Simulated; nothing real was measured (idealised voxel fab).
process module | voxel wiring stack
cross-section cut | 200 nm wide | cells 5 nm
A cross-section is a grid of square cells, given in bands from the top down. A band is one or more rows of cells.
Each band's line starts with the height of the band's top and of its bottom, in nm. Then come its materials from left to right, each with its width in nm. One material with "throughout" fills the band from edge to edge. "air" is empty space.
Height 0 is the level under which the wafer as received is all one material. The lowest band goes on downwards, as in "0 down".
A width such as "30 to 40" changes by the same amount from each row of cells to the next, from the band's top row to its bottom row.
"no change" after a step means that no cell of the cross-section changed.
closed voids: empty space of 8 cells or more with no open way to the top, each as width x height at its distance from the left edge, in nm
after a step's settings: what the simulator itself notes on the step
overlay nm, on a step with a mask: how far to the right of its planned place the mask lay; to the left if negative
plan
1 op RECEIVE | material Si
2 op CONFORMAL_DEP | material SiO2 | thk nm 15
3 op DIRECTIONAL_DEP | material TiN | thk nm 5
4 op DIRECTIONAL_DEP | material Ru | thk nm 20
5 op MASKED_ETCH | tone cover | mask id METAL_1 | width nm 30 | pitch nm 60 | etch materials Ru | depth nm 20 | overlay nm 0
6 op MASKED_ETCH | tone cover | mask id METAL_1 | width nm 30 | pitch nm 60 | etch materials TiN | depth nm 5 | overlay nm 0
7 op CONFORMAL_DEP | material SiCN | thk nm 5
8 op FILL_DEP | material SiO2 | thk nm 5
9 op CMP | height nm 40
10 op CONFORMAL_DEP | material SiCN | thk nm 5
11 op DIRECTIONAL_DEP | material lowk | thk nm 30
12 op PATTERN | tone open | mask id METAL_2_HOLES | material resist | width nm 15 | pitch nm 60 | thk nm 20 | overlay nm 0
13 op DIRECTIONAL_ETCH | etch materials lowk | depth nm 30
14 op STRIP | etch materials resist
15 op MASKED_ETCH | tone open | mask id METAL_2 | width nm 30 | pitch nm 60 | etch materials lowk | depth nm 20 | overlay nm 0
16 op MASKED_ETCH | tone open | mask id METAL_2 | width nm 30 | pitch nm 60 | etch materials SiCN | depth nm 5 | overlay nm 0
17 op CONFORMAL_DEP | material TiN | thk nm 5
18 op FILL_DEP | material Cu | thk nm 10
19 op CMP | height nm 75
20 op CONFORMAL_DEP | material SiCN | thk nm 5
21 op DIRECTIONAL_DEP | material lowk | thk nm 35
22 op MASKED_ETCH | tone open | mask id METAL_3 | width nm 30 | pitch nm 60 | etch materials lowk | depth nm 20 | overlay nm 0
23 op MASKED_ETCH | tone open | mask id METAL_3_HOLES | width nm 15 | etch materials lowk | depth nm 15 | overlay nm 0
24 op MASKED_ETCH | tone open | mask id METAL_3_HOLES | width nm 15 | etch materials SiCN | depth nm 5 | overlay nm 0
25 op CONFORMAL_DEP | material TiN | thk nm 5
26 op FILL_DEP | material Ru | thk nm 10
27 op CMP | height nm 115
28 op CONFORMAL_DEP | material SiCN | thk nm 5
first wafer, as planned
as received, after step 1
  0 down: Si throughout
  closed voids: none
after step 2
  15 to 0: SiO2 throughout
  below 0: unchanged
after step 3
  20 to 15: TiN throughout
  below 15: unchanged
after step 4
  40 to 20: Ru throughout
  below 20: unchanged
after step 5
  40 to 20: air 55 | Ru 30 | air 30 | Ru 30 | air 55
  below 20: unchanged
after step 6
  40 to 20: air 55 | Ru 30 | air 30 | Ru 30 | air 55
  20 to 15: air 55 | TiN 30 | air 30 | TiN 30 | air 55
  below 15: unchanged
after step 7
  45 to 40: air 50 | SiCN 40 | air 20 | SiCN 40 | air 50
  40 to 20: air 50 | SiCN 5 | Ru 30 | SiCN 5 | air 20 | SiCN 5 | Ru 30 | SiCN 5 | air 50
  20 to 15: SiCN 55 | TiN 30 | SiCN 30 | TiN 30 | SiCN 55
  below 15: unchanged
after step 8
  50 to 45: SiO2 throughout
  45 to 40: SiO2 50 | SiCN 40 | SiO2 20 | SiCN 40 | SiO2 50
  40 to 20: SiO2 50 | SiCN 5 | Ru 30 | SiCN 5 | SiO2 20 | SiCN 5 | Ru 30 | SiCN 5 | SiO2 50
  below 20: unchanged
after step 9
  40 to 20: SiO2 50 | SiCN 5 | Ru 30 | SiCN 5 | SiO2 20 | SiCN 5 | Ru 30 | SiCN 5 | SiO2 50
  below 20: unchanged
after step 10
  45 to 40: SiCN throughout
  below 40: unchanged
after step 11
  75 to 45: lowk throughout
  below 45: unchanged
after step 12
  95 to 75: resist 55 | air 15 | resist 45 | air 15 | resist 70
  below 75: unchanged
after step 13
  95 to 75: resist 55 | air 15 | resist 45 | air 15 | resist 70
  75 to 45: lowk 55 | air 15 | lowk 45 | air 15 | lowk 70
  below 45: unchanged
after step 14
  75 to 45: lowk 55 | air 15 | lowk 45 | air 15 | lowk 70
  below 45: unchanged
after step 15
  75 to 55: lowk 55 | air 30 | lowk 30 | air 30 | lowk 55
  below 55: unchanged
after step 16
  75 to 55: lowk 55 | air 30 | lowk 30 | air 30 | lowk 55
  55 to 45: lowk 55 | air 15 | lowk 45 | air 15 | lowk 70
  45 to 40: SiCN 55 | air 15 | SiCN 45 | air 15 | SiCN 70
  below 40: unchanged
after step 17
  80 to 75: TiN 60 | air 20 | TiN 40 | air 20 | TiN 60
  75 to 60: lowk 55 | TiN 5 | air 20 | TiN 5 | lowk 30 | TiN 5 | air 20 | TiN 5 | lowk 55
  60 to 55: lowk 55 | TiN 5 | air 5 | TiN 20 | lowk 30 | TiN 5 | air 5 | TiN 20 | lowk 55
  55 to 45: lowk 55 | TiN 5 | air 5 | TiN 5 | lowk 45 | TiN 5 | air 5 | TiN 5 | lowk 70
  45 to 40: SiCN 55 | TiN 15 | SiCN 45 | TiN 15 | SiCN 70
  below 40: unchanged
after step 18
  90 to 80: Cu throughout
  80 to 75: TiN 60 | Cu 20 | TiN 40 | Cu 20 | TiN 60
  75 to 60: lowk 55 | TiN 5 | Cu 20 | TiN 5 | lowk 30 | TiN 5 | Cu 20 | TiN 5 | lowk 55
  60 to 55: lowk 55 | TiN 5 | Cu 5 | TiN 20 | lowk 30 | TiN 5 | Cu 5 | TiN 20 | lowk 55
  55 to 45: lowk 55 | TiN 5 | Cu 5 | TiN 5 | lowk 45 | TiN 5 | Cu 5 | TiN 5 | lowk 70
  below 45: unchanged
after step 19
  75 to 60: lowk 55 | TiN 5 | Cu 20 | TiN 5 | lowk 30 | TiN 5 | Cu 20 | TiN 5 | lowk 55
  below 60: unchanged
after step 20
  80 to 75: SiCN throughout
  below 75: unchanged
after step 21
  115 to 80: lowk throughout
  below 80: unchanged
after step 22
  115 to 95: lowk 55 | air 30 | lowk 30 | air 30 | lowk 55
  below 95: unchanged
after step 23
  115 to 95: lowk 55 | air 30 | lowk 30 | air 30 | lowk 55
  95 to 80: lowk 55 | air 15 | lowk 130
  below 80: unchanged
after step 24
  115 to 95: lowk 55 | air 30 | lowk 30 | air 30 | lowk 55
  95 to 80: lowk 55 | air 15 | lowk 130
  80 to 75: SiCN 55 | air 15 | SiCN 130
  below 75: unchanged
after step 25
  120 to 115: TiN 60 | air 20 | TiN 40 | air 20 | TiN 60
  115 to 100: lowk 55 | TiN 5 | air 20 | TiN 5 | lowk 30 | TiN 5 | air 20 | TiN 5 | lowk 55
  100 to 95: lowk 55 | TiN 5 | air 5 | TiN 20 | lowk 30 | TiN 30 | lowk 55
  95 to 80: lowk 55 | TiN 5 | air 5 | TiN 5 | lowk 130
  80 to 75: SiCN 55 | TiN 15 | SiCN 130
  below 75: unchanged
after step 26
  130 to 120: Ru throughout
  120 to 115: TiN 60 | Ru 20 | TiN 40 | Ru 20 | TiN 60
  115 to 100: lowk 55 | TiN 5 | Ru 20 | TiN 5 | lowk 30 | TiN 5 | Ru 20 | TiN 5 | lowk 55
  100 to 95: lowk 55 | TiN 5 | Ru 5 | TiN 20 | lowk 30 | TiN 30 | lowk 55
  95 to 80: lowk 55 | TiN 5 | Ru 5 | TiN 5 | lowk 130
  below 80: unchanged
after step 27
  115 to 100: lowk 55 | TiN 5 | Ru 20 | TiN 5 | lowk 30 | TiN 5 | Ru 20 | TiN 5 | lowk 55
  below 100: unchanged
after step 28
  120 to 115: SiCN throughout
  below 115: unchanged
second wafer: like start, like plan, one mistake. Through step 19 it matches the first wafer
when step 20 should have ended
  90 to 75: SiCN throughout
  below 75: unchanged
when step 21 should have ended
  125 to 90: lowk throughout
  below 90: unchanged
when step 22 should have ended
  125 to 105: lowk 55 | air 30 | lowk 30 | air 30 | lowk 55
  below 105: unchanged
when step 23 should have ended
  125 to 105: lowk 55 | air 30 | lowk 30 | air 30 | lowk 55
  105 to 90: lowk 55 | air 15 | lowk 130
  below 90: unchanged
when step 24 should have ended
  125 to 105: lowk 55 | air 30 | lowk 30 | air 30 | lowk 55
  105 to 90: lowk 55 | air 15 | lowk 130
  90 to 85: SiCN 55 | air 15 | SiCN 130
  below 85: unchanged
when step 25 should have ended
  130 to 125: TiN 60 | air 20 | TiN 40 | air 20 | TiN 60
  125 to 110: lowk 55 | TiN 5 | air 20 | TiN 5 | lowk 30 | TiN 5 | air 20 | TiN 5 | lowk 55
  110 to 105: lowk 55 | TiN 5 | air 5 | TiN 20 | lowk 30 | TiN 30 | lowk 55
  105 to 90: lowk 55 | TiN 5 | air 5 | TiN 5 | lowk 130
  90 to 85: SiCN 55 | TiN 15 | SiCN 130
  below 85: unchanged
when step 26 should have ended
  140 to 130: Ru throughout
  130 to 125: TiN 60 | Ru 20 | TiN 40 | Ru 20 | TiN 60
  125 to 110: lowk 55 | TiN 5 | Ru 20 | TiN 5 | lowk 30 | TiN 5 | Ru 20 | TiN 5 | lowk 55
  110 to 105: lowk 55 | TiN 5 | Ru 5 | TiN 20 | lowk 30 | TiN 30 | lowk 55
  105 to 90: lowk 55 | TiN 5 | Ru 5 | TiN 5 | lowk 130
  below 90: unchanged
when step 27 should have ended
  115 to 110: lowk 55 | TiN 5 | Ru 20 | TiN 5 | lowk 30 | TiN 5 | Ru 20 | TiN 5 | lowk 55
  below 110: unchanged
when step 28 should have ended
  120 to 115: SiCN throughout
  below 115: unchanged
what went wrong: step 20 ran as: op CONFORMAL_DEP | material SiCN | thk nm 15
at the end the second wafer has, in cells: 16 fewer of Ru | 80 more of SiCN | 8 fewer of TiN | 56 fewer of lowk
